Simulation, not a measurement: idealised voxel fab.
process module | voxel released beams
cross-section cut | 185 nm wide | cells 5 nm
A cross-section is a grid of square cells, given in bands from the top down. A band is one or more rows of cells.
Each band's line starts with the height of the band's top and of its bottom, in nm. Then come its materials from left to right, each with its width in nm. One material with "throughout" fills the band from edge to edge. "air" is empty space.
Height 0 is the level under which the wafer as received is all one material. The lowest band goes on downwards, as in "0 down".
A width such as "30 to 40" changes by the same amount from each row of cells to the next, from the band's top row to its bottom row.
"no change" after a step means that no cell of the cross-section changed.
closed voids: empty space of 8 cells or more with no open way to the top, each as width x height at its distance from the left edge, in nm
after a step's settings: what the simulator itself notes on the step
overlay nm, on a step with a mask: how far to the right of its planned place the mask lay; to the left if negative
plan
1 op RECEIVE | material Si
2 op CONFORMAL_DEP | material Al2O3 | thk nm 10
3 op DIRECTIONAL_DEP | material SiO2 | thk nm 15
4 op DIRECTIONAL_DEP | material aC | thk nm 15
5 op PATTERN | tone open | mask id ANCHOR | material resist | width nm 40 | thk nm 35 | overlay nm 0
6 op DIRECTIONAL_ETCH | etch materials aC | depth nm 15
7 op STRIP | etch materials resist
8 op DIRECTIONAL_ETCH | etch materials SiO2 | depth nm 15
9 op STRIP | etch materials aC
10 op CONFORMAL_DEP | material W | thk nm 15
11 op MASKED_ETCH | tone cover | mask id BEAM | width nm 105 | etch materials W | depth nm 15 | overlay nm 0
12 op STRIP | etch materials SiO2
as received, after step 1
  0 down: Si throughout
  closed voids: none
first wafer at the end, as planned
  40 to 25: air 35 | W 20 | air 10 | W 75 | air 45
  25 to 10: air 40 | W 40 | air 105
  10 to 0: Al2O3 throughout
  0 down: Si throughout
  closed voids: none
second wafer at the end: like start, like plan, one mistake
  40 to 25: air 35 | W 105 | air 45
  25 to 15: Al2O3 throughout
  15 to 0: SiO2 throughout
  0 down: Si throughout
  closed voids: none
what went wrong: steps 2 and 3 were swapped
at the end the second wafer has, in cells: 111 more of SiO2 | 18 fewer of W
